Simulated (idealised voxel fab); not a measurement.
process module | voxel self aligned contacts
cross-section cut | 260 nm wide | cells 5 nm
A cross-section is a grid of square cells, given in bands from the top down. A band is one or more rows of cells.
Each band's line starts with the height of the band's top and of its bottom, in nm. Then come its materials from left to right, each with its width in nm. One material with "throughout" fills the band from edge to edge. "air" is empty space.
Height 0 is the level under which the wafer as received is all one material. The lowest band goes on downwards, as in "0 down".
A width such as "30 to 40" changes by the same amount from each row of cells to the next, from the band's top row to its bottom row.
"no change" after a step means that no cell of the cross-section changed.
closed voids: empty space of 8 cells or more with no open way to the top, each as width x height at its distance from the left edge, in nm
after a step's settings: what the simulator itself notes on the step
overlay nm, on a step with a mask: how far to the right of its planned place the mask lay; to the left if negative
Each pair below shows a cross-section before one step and the cross-section after it, down to the lowest band that changed. The line under each pair gives the step between them, with its settings. The pairs can come from different runs of this module on the same starting wafer, so a pair continues from the pair above only where its "before" says so.
before
  65 to 55: SiO2 65 | TiN 5 to 20 | W 45 to 15 | TiN 5 to 20 | SiO2 15 | TiN 5 to 20 | W 45 to 15 | TiN 5 to 20 | SiO2 70
  55 to 30: SiO2 35 | SiN 45 | TiN 5 | W 15 | TiN 5 | SiN 45 | TiN 5 | W 15 | TiN 5 | SiN 45 | SiO2 40
  30 to 0: SiO2 35 | SiN 10 | polySi 25 | SiN 10 | TiN 5 | W 15 | TiN 5 | SiN 10 | polySi 25 | SiN 10 | TiN 5 | W 15 | TiN 5 | SiN 10 | polySi 25 | SiN 10 | SiO2 40
  0 to -5: SiO2 80 | TiN 25 | SiO2 45 | TiN 25 | SiO2 85
  -5 down: Si throughout
  closed voids: none
after
  70 to 65: TiN throughout
  below 65: unchanged
  closed voids: none
the step between: op CONFORMAL_DEP | material TiN | thk nm 5
before
  55 to 30: SiN throughout
  30 to 0: polySi throughout
  0 to -5: SiO2 throughout
  -5 down: Si throughout
  closed voids: none
after
  70 to 55: resist 45 | air 25 | resist 45 | air 25 | resist 45 | air 25 | resist 50
  below 55: unchanged
  closed voids: none
the step between: op PATTERN | tone open | mask id GATE | material resist | width nm 25 | pitch nm 70 | thk nm 15 | overlay nm 0
before: the cross-section after the pair above
after
  70 to 55: resist 45 | air 25 | resist 45 | air 25 | resist 45 | air 25 | resist 50
  55 to 30: SiN 45 | air 25 | SiN 45 | air 25 | SiN 45 | air 25 | SiN 50
  below 30: unchanged
  closed voids: none
the step between: op DIRECTIONAL_ETCH | etch materials SiN | depth nm 25
before: the cross-section after the pair above
after
  70 to 55: resist 45 | air 25 | resist 45 | air 25 | resist 45 | air 25 | resist 50
  55 to 30: SiN 45 | air 25 | SiN 45 | air 25 | SiN 45 | air 25 | SiN 50
  30 to 0: polySi 45 | air 25 | polySi 45 | air 25 | polySi 45 | air 25 | polySi 50
  below 0: unchanged
  closed voids: none
the step between: op DIRECTIONAL_ETCH | etch materials polySi | depth nm 30
before: the cross-section after the pair above
after
  55 to 30: SiN 45 | air 25 | SiN 45 | air 25 | SiN 45 | air 25 | SiN 50
  below 30: unchanged
  closed voids: none
the step between: op STRIP | etch materials resist
before: the cross-section after the pair above
after
  65 to 30: SiN 55 | air 5 | SiN 65 | air 5 | SiN 65 | air 5 | SiN 60
  30 to 10: polySi 45 | SiN 10 | air 5 | SiN 10 | polySi 45 | SiN 10 | air 5 | SiN 10 | polySi 45 | SiN 10 | air 5 | SiN 10 | polySi 50
  10 to 0: polySi 45 | SiN 25 | polySi 45 | SiN 25 | polySi 45 | SiN 25 | polySi 50
  below 0: unchanged
  closed voids: none
the step between: op CONFORMAL_DEP | material SiN | thk nm 10
before: the cross-section after the pair above
after
  55 to 30: SiN 55 | air 5 | SiN 65 | air 5 | SiN 65 | air 5 | SiN 60
  30 to 0: polySi 45 | SiN 10 | air 5 | SiN 10 | polySi 45 | SiN 10 | air 5 | SiN 10 | polySi 45 | SiN 10 | air 5 | SiN 10 | polySi 50
  below 0: unchanged
  closed voids: none
the step between: op DIRECTIONAL_ETCH | etch materials SiN | depth nm 10
before: the cross-section after the pair above
after
  70 to 55: SiO2 throughout
  55 to 30: SiN 55 | SiO2 5 | SiN 65 | SiO2 5 | SiN 65 | SiO2 5 | SiN 60
  30 to 0: polySi 45 | SiN 10 | SiO2 5 | SiN 10 | polySi 45 | SiN 10 | SiO2 5 | SiN 10 | polySi 45 | SiN 10 | SiO2 5 | SiN 10 | polySi 50
  below 0: unchanged
  closed voids: none
the step between: op FILL_DEP | material SiO2 | thk nm 15
before: the cross-section after the pair above
after
  65 to 55: SiO2 throughout
  below 55: unchanged
  closed voids: none
the step between: op CMP | height nm 65
before: the cross-section after the pair above
after
  65 to 55: SiO2 65 | air 55 | SiO2 15 | air 55 | SiO2 70
  below 55: unchanged
  closed voids: none
the step between: op MASKED_ETCH | tone open | mask id CONTACT | width nm 55 | pitch nm 70 | etch materials SiO2 | depth nm 70 | overlay nm 0
before: the cross-section after the pair above
after
  70 to 65: TiN 70 | air 45 | TiN 25 | air 45 | TiN 75
  65 to 60: SiO2 65 | TiN 5 | air 45 | TiN 5 | SiO2 15 | TiN 5 | air 45 | TiN 5 | SiO2 70
  60 to 55: SiO2 65 | TiN 55 | SiO2 15 | TiN 55 | SiO2 70
  below 55: unchanged
  closed voids: none
the step between: op CONFORMAL_DEP | material TiN | thk nm 5
before: the cross-section after the pair above
after
  80 to 70: W throughout
  70 to 65: TiN 70 | W 45 | TiN 25 | W 45 | TiN 75
  65 to 60: SiO2 65 | TiN 5 | W 45 | TiN 5 | SiO2 15 | TiN 5 | W 45 | TiN 5 | SiO2 70
  below 60: unchanged
  closed voids: none
the step between: op FILL_DEP | material W | thk nm 10
before: the cross-section after the pair above
after
  65 to 60: SiO2 65 | TiN 5 | W 45 | TiN 5 | SiO2 15 | TiN 5 | W 45 | TiN 5 | SiO2 70
  below 60: unchanged
  closed voids: none
the step between: op CMP | height nm 65
before: the cross-section after the pair above
after
  70 to 65: SiN throughout
  below 65: unchanged
  closed voids: none
the step between: op CONFORMAL_DEP | material SiN | thk nm 5
